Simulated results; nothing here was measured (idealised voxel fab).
The process module that follows is named voxel double patterning.
Square cells of 5 nm make up the cross-section cut, whose width is 145 nm.
A cross-section is written here as square cells arranged in a grid, and it is given in bands from the top down, each band taking up one or more rows of cells.
Band: top height; bottom height; in nm. Then, left to right: material with width in nm, for each material. "edge to edge": a single material spanning edge to edge. "air": empty space.
Heights are measured from 0, the level below which the as-received wafer is all one material; the lowest band has no bottom and continues downward, written as in "0..down".
It should be noted that a width expressed as "30->40" varies in equal increments from row to row of cells within the band, taking the value of the first number at the top row and that of the second number at the bottom row.
It should be understood that the words "changes: none", when stated for a given step, signify that the cross-section underwent no change in any of its cells during that step.
"Entrapped voids": empty spaces of 8 cells or more with no open way to the top, each given as width x height at distance, distance from the left edge, all in nm.
after a step's settings: what the simulator itself notes on the step
On any step carrying a mask, the "overlay nm" setting, if present on the step's line, tells how far right of its planned place the mask lay; negative values point to the left.
# Process steps (planned)
1) op RECEIVE | material Si
2) op CONFORMAL_DEP | material SiO2 | thk nm 10
3) op DIRECTIONAL_DEP | material W | thk nm 15
4) op DIRECTIONAL_DEP | material SiN | thk nm 5
5) op DIRECTIONAL_DEP | material aC | thk nm 15
6) op PATTERN | tone open | mask id FIRST | material resist | width nm 15 | pitch nm 50 | thk nm 30 | overlay nm 0
7) op DIRECTIONAL_ETCH | etch materials aC | depth nm 15
8) op STRIP | etch materials resist
9) op DIRECTIONAL_ETCH | etch materials SiN | depth nm 5
10) op STRIP | etch materials aC
11) op DIRECTIONAL_DEP | material aC | thk nm 15
12) op PATTERN | tone open | mask id SECOND | material resist | width nm 15 | thk nm 30 | overlay nm 0
13) op DIRECTIONAL_ETCH | etch materials aC | depth nm 15
14) op STRIP | etch materials resist
15) op DIRECTIONAL_ETCH | etch materials SiN | depth nm 5
16) op STRIP | etch materials aC
17) op DIRECTIONAL_ETCH | etch materials W | depth nm 15
18) op STRIP | etch materials SiN
# The following pertains to the first of two wafers, which was processed as planned
# Cross-section of the wafer at receipt, which is the condition after step 1
- 0..down | Si edge to edge
- Entrapped voids: none
# The following cross-section depicts the wafer upon completion of step 2
- 10..0 | SiO2 edge to edge
- Under 0: no change, same as before.
# The following cross-section depicts the wafer upon completion of step 3
- 25..10 | W edge to edge
- Under 10: no change, same as before.
# The following cross-section depicts the wafer upon completion of step 4
- 30..25 | SiN edge to edge
- Under 25: no change, same as before.
# The following cross-section depicts the wafer upon completion of step 5
- 45..30 | aC edge to edge
- Under 30: no change, same as before.
# The following cross-section depicts the wafer upon completion of step 6
- 75..45 | resist: 40, air: 15, resist: 35, air: 15, resist: 40
- Under 45: no change, same as before.
# The following cross-section depicts the wafer upon completion of step 7
- 60..45 | resist: 40, air: 15, resist: 35, air: 15, resist: 40
- 45..30 | aC: 40, air: 15, aC: 35, air: 15, aC: 40
- Under 30: no change, same as before.
# The following cross-section depicts the wafer upon completion of step 8
- 45..30 | aC: 40, air: 15, aC: 35, air: 15, aC: 40
- Under 30: no change, same as before.
# The following cross-section depicts the wafer upon completion of step 9
- 45..30 | aC: 40, air: 15, aC: 35, air: 15, aC: 40
- 30..25 | SiN: 40, air: 15, SiN: 35, air: 15, SiN: 40
- Under 25: no change, same as before.
# The following cross-section depicts the wafer upon completion of step 10
- 30..25 | SiN: 40, air: 15, SiN: 35, air: 15, SiN: 40
- Under 25: no change, same as before.
# The following cross-section depicts the wafer upon completion of step 11
- 45..40 | aC: 40, air: 15, aC: 35, air: 15, aC: 40
- 40..30 | aC edge to edge
- 30..25 | SiN: 40, aC: 15, SiN: 35, aC: 15, SiN: 40
- Under 25: no change, same as before.
# The following cross-section depicts the wafer upon completion of step 12
- 75..45 | resist: 65, air: 15, resist: 65
- 45..40 | aC: 40, resist: 15, aC: 35, resist: 15, aC: 40
- Under 40: no change, same as before.
# The following cross-section depicts the wafer upon completion of step 13
- 60..45 | resist: 65, air: 15, resist: 65
- 45..40 | aC: 40, resist: 15, aC: 10, air: 15, aC: 10, resist: 15, aC: 40
- 40..30 | aC: 65, air: 15, aC: 65
- Under 30: no change, same as before.
# The following cross-section depicts the wafer upon completion of step 14
- 45..40 | aC: 40, air: 15, aC: 10, air: 15, aC: 10, air: 15, aC: 40
- Under 40: no change, same as before.
# The following cross-section depicts the wafer upon completion of step 15
- 45..40 | aC: 40, air: 15, aC: 10, air: 15, aC: 10, air: 15, aC: 40
- 40..30 | aC: 65, air: 15, aC: 65
- 30..25 | SiN: 40, aC: 15, SiN: 10, air: 15, SiN: 10, aC: 15, SiN: 40
- Under 25: no change, same as before.
# The following cross-section depicts the wafer upon completion of step 16
- 30..25 | SiN: 40, air: 15, SiN: 10, air: 15, SiN: 10, air: 15, SiN: 40
- Under 25: no change, same as before.
# The following cross-section depicts the wafer upon completion of step 17
- 30..25 | SiN: 40, air: 15, SiN: 10, air: 15, SiN: 10, air: 15, SiN: 40
- 25..10 | W: 40, air: 15, W: 10, air: 15, W: 10, air: 15, W: 40
- Under 10: no change, same as before.
# The following cross-section depicts the wafer upon completion of step 18
- 25..10 | W: 40, air: 15, W: 10, air: 15, W: 10, air: 15, W: 40
- Under 10: no change, same as before.
# The second wafer: identical to the first at the outset and in its planned sequence, differing only in that one mistake was made during processing; up to and including step 11, its path is the first wafer's path
# What the second wafer looks like in cross-section when step 12 should have wrapped up
- 75..45 | resist: 60, air: 25, resist: 60
- 45..40 | aC: 40, resist: 15, aC: 35, resist: 15, aC: 40
- Under 40: no change, same as before.
# What the second wafer looks like in cross-section when step 13 should have wrapped up
- 60..45 | resist: 60, air: 25, resist: 60
- 45..40 | aC: 40, resist: 15, aC: 5, air: 25, aC: 5, resist: 15, aC: 40
- 40..30 | aC: 60, air: 25, aC: 60
- Under 30: no change, same as before.
# What the second wafer looks like in cross-section when step 14 should have wrapped up
- 45..40 | aC: 40, air: 15, aC: 5, air: 25, aC: 5, air: 15, aC: 40
- Under 40: no change, same as before.
# What the second wafer looks like in cross-section when step 15 should have wrapped up
- 45..40 | aC: 40, air: 15, aC: 5, air: 25, aC: 5, air: 15, aC: 40
- 40..30 | aC: 60, air: 25, aC: 60
- 30..25 | SiN: 40, aC: 15, SiN: 5, air: 25, SiN: 5, aC: 15, SiN: 40
- Under 25: no change, same as before.
# What the second wafer looks like in cross-section when step 16 should have wrapped up
- 30..25 | SiN: 40, air: 15, SiN: 5, air: 25, SiN: 5, air: 15, SiN: 40
- Under 25: no change, same as before.
# What the second wafer looks like in cross-section when step 17 should have wrapped up
- 30..25 | SiN: 40, air: 15, SiN: 5, air: 25, SiN: 5, air: 15, SiN: 40
- 25..10 | W: 40, air: 15, W: 5, air: 25, W: 5, air: 15, W: 40
- Under 10: no change, same as before.
# What the second wafer looks like in cross-section when step 18 should have wrapped up
- 25..10 | W: 40, air: 15, W: 5, air: 25, W: 5, air: 15, W: 40
- Under 10: no change, same as before.
Which mistake was made when the wafer was run? step 12 was processed under conditions differing from the plan, specifically as op PATTERN | tone open | mask id SECOND | material resist | width nm 25 | thk nm 30 | overlay nm 0
Upon completion, the second wafer contains, in terms of cells, a greater or smaller amount of certain materials than the first wafer: W: 6 fewer
